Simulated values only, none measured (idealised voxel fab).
A process module follows: voxel spacer lines.
The cross-section on display is named cut; it measures 150 nm wide, and its cells are 5 nm squares.
A cross-section is written here as square cells arranged in a grid, and it is given in bands from the top down, each band taking up one or more rows of cells. The band entry comprises the height of the band's top followed by the height of its bottom, expressed in nm, and subsequently the band's materials from left to right, each stated together with its width in nm. Where a single material is marked with the word "edge to edge", that material fills the band from edge to edge. The word "empty" represents empty space. Zero point of the height axis is 0; under it, received wafer = one material. Lowest band: continues down indefinitely, "0 and below". Quick explanation for "30 to 40": the width changes in equal steps down the rows of cells, from the first number in the band's top row to the second number in its bottom row. "nothing got changed", as given for a step, is the statement that not any cell of the cross-section underwent a change during that step. The label "Closed void entries" introduces a list of the empty spaces, 8 cells or larger, that have no open way up to the top; each entry in it reads width x height at distance, where the distance is taken from the left edge and all three are stated in nm. Text after the settings on a step's line: the simulator's own remark on that step. "overlay nm", when on a step's line for a step with a mask, measures how far to the right of its planned place the mask lay; a negative measure means to the left.
Below is the list of planned process steps:
step 1: RECEIVE: material Si
step 2: CONFORMAL_DEP: material Al2O3, thk nm 10
step 3: DIRECTIONAL_DEP: material TiN, thk nm 15
step 4: DIRECTIONAL_DEP: material polySi, thk nm 30
step 5: PATTERN: tone cover, mask id MANDREL, material resist, width nm 20, pitch nm 60, thk nm 40, overlay nm 0
step 6: DIRECTIONAL_ETCH: etch materials polySi, depth nm 30
step 7: STRIP: etch materials resist
step 8: CONFORMAL_DEP: material SiN, thk nm 10
step 9: DIRECTIONAL_ETCH: etch materials SiN, depth nm 10
step 10: STRIP: etch materials polySi
step 11: DIRECTIONAL_ETCH: etch materials TiN, depth nm 15
step 12: STRIP: etch materials SiN
step 13: FILL_DEP: material lowk, thk nm 10
step 14: CMP: height nm 25
Run as planned: first of two wafers:
This is the cross-section of the wafer as we received it, i.e. after step 1:
0 and below: Si edge to edge
Closed void entries: none
Cross-sectional representation of the wafer at the conclusion of step 2:
10 down to 0: Al2O3 edge to edge
Below a height of 0, the structure has not been altered.
Cross-sectional representation of the wafer at the conclusion of step 3:
25 down to 10: TiN edge to edge
Below a height of 10, the structure has not been altered.
Cross-sectional representation of the wafer at the conclusion of step 4:
55 down to 25: polySi edge to edge
Below a height of 25, the structure has not been altered.
Cross-sectional representation of the wafer at the conclusion of step 5:
95 down to 55: empty=35 | resist=20 | empty=40 | resist=20 | empty=35
Below a height of 55, the structure has not been altered.
Cross-sectional representation of the wafer at the conclusion of step 6:
95 down to 55: empty=35 | resist=20 | empty=40 | resist=20 | empty=35
55 down to 25: empty=35 | polySi=20 | empty=40 | polySi=20 | empty=35
Below a height of 25, the structure has not been altered.
Cross-sectional representation of the wafer at the conclusion of step 7:
55 down to 25: empty=35 | polySi=20 | empty=40 | polySi=20 | empty=35
Below a height of 25, the structure has not been altered.
Cross-sectional representation of the wafer at the conclusion of step 8:
65 down to 55: empty=25 | SiN=40 | empty=20 | SiN=40 | empty=25
55 down to 35: empty=25 | SiN=10 | polySi=20 | SiN=10 | empty=20 | SiN=10 | polySi=20 | SiN=10 | empty=25
35 down to 25: SiN=35 | polySi=20 | SiN=40 | polySi=20 | SiN=35
Below a height of 25, the structure has not been altered.
Cross-sectional representation of the wafer at the conclusion of step 9:
55 down to 25: empty=25 | SiN=10 | polySi=20 | SiN=10 | empty=20 | SiN=10 | polySi=20 | SiN=10 | empty=25
Below a height of 25, the structure has not been altered.
Cross-sectional representation of the wafer at the conclusion of step 10:
55 down to 25: empty=25 | SiN=10 | empty=20 | SiN=10 | empty=20 | SiN=10 | empty=20 | SiN=10 | empty=25
Below a height of 25, the structure has not been altered.
Cross-sectional representation of the wafer at the conclusion of step 11:
55 down to 25: empty=25 | SiN=10 | empty=20 | SiN=10 | empty=20 | SiN=10 | empty=20 | SiN=10 | empty=25
25 down to 10: empty=25 | TiN=10 | empty=20 | TiN=10 | empty=20 | TiN=10 | empty=20 | TiN=10 | empty=25
Below a height of 10, the structure has not been altered.
Cross-sectional representation of the wafer at the conclusion of step 12:
25 down to 10: empty=25 | TiN=10 | empty=20 | TiN=10 | empty=20 | TiN=10 | empty=20 | TiN=10 | empty=25
Below a height of 10, the structure has not been altered.
Cross-sectional representation of the wafer at the conclusion of step 13:
35 down to 25: lowk edge to edge
25 down to 10: lowk=25 | TiN=10 | lowk=20 | TiN=10 | lowk=20 | TiN=10 | lowk=20 | TiN=10 | lowk=25
Below a height of 10, the structure has not been altered.
Cross-sectional representation of the wafer at the conclusion of step 14:
25 down to 10: lowk=25 | TiN=10 | lowk=20 | TiN=10 | lowk=20 | TiN=10 | lowk=20 | TiN=10 | lowk=25
Below a height of 10, the structure has not been altered.
The second wafer was prepared from the same starting point and under the same plan as the first; its processing contained one mistake, and it remains indistinguishable from the first wafer up to and including step 4:
What the second wafer looks like in cross-section when step 5 should have wrapped up:
95 down to 55: empty=30 | resist=20 | empty=40 | resist=20 | empty=40
Below a height of 55, the structure has not been altered.
What the second wafer looks like in cross-section when step 6 should have wrapped up:
95 down to 55: empty=30 | resist=20 | empty=40 | resist=20 | empty=40
55 down to 25: empty=30 | polySi=20 | empty=40 | polySi=20 | empty=40
Below a height of 25, the structure has not been altered.
What the second wafer looks like in cross-section when step 7 should have wrapped up:
55 down to 25: empty=30 | polySi=20 | empty=40 | polySi=20 | empty=40
Below a height of 25, the structure has not been altered.
What the second wafer looks like in cross-section when step 8 should have wrapped up:
65 down to 55: empty=20 | SiN=40 | empty=20 | SiN=40 | empty=30
55 down to 35: empty=20 | SiN=10 | polySi=20 | SiN=10 | empty=20 | SiN=10 | polySi=20 | SiN=10 | empty=30
35 down to 25: SiN=30 | polySi=20 | SiN=40 | polySi=20 | SiN=40
Below a height of 25, the structure has not been altered.
What the second wafer looks like in cross-section when step 9 should have wrapped up:
55 down to 25: empty=20 | SiN=10 | polySi=20 | SiN=10 | empty=20 | SiN=10 | polySi=20 | SiN=10 | empty=30
Below a height of 25, the structure has not been altered.
What the second wafer looks like in cross-section when step 10 should have wrapped up:
55 down to 25: empty=20 | SiN=10 | empty=20 | SiN=10 | empty=20 | SiN=10 | empty=20 | SiN=10 | empty=30
Below a height of 25, the structure has not been altered.
What the second wafer looks like in cross-section when step 11 should have wrapped up:
55 down to 25: empty=20 | SiN=10 | empty=20 | SiN=10 | empty=20 | SiN=10 | empty=20 | SiN=10 | empty=30
25 down to 10: empty=20 | TiN=10 | empty=20 | TiN=10 | empty=20 | TiN=10 | empty=20 | TiN=10 | empty=30
Below a height of 10, the structure has not been altered.
What the second wafer looks like in cross-section when step 12 should have wrapped up:
25 down to 10: empty=20 | TiN=10 | empty=20 | TiN=10 | empty=20 | TiN=10 | empty=20 | TiN=10 | empty=30
Below a height of 10, the structure has not been altered.
What the second wafer looks like in cross-section when step 13 should have wrapped up:
35 down to 25: lowk edge to edge
25 down to 10: lowk=20 | TiN=10 | lowk=20 | TiN=10 | lowk=20 | TiN=10 | lowk=20 | TiN=10 | lowk=30
Below a height of 10, the structure has not been altered.
What the second wafer looks like in cross-section when step 14 should have wrapped up:
25 down to 10: lowk=20 | TiN=10 | lowk=20 | TiN=10 | lowk=20 | TiN=10 | lowk=20 | TiN=10 | lowk=30
Below a height of 10, the structure has not been altered.
what went wrong: not per plan at step 5, really ran PATTERN: tone cover, mask id MANDREL, material resist, width nm 20, pitch nm 60, thk nm 40, overlay nm -5
The concluding comparison shows that, measured in cells, each material is equally abundant on both wafers, albeit at different positions.
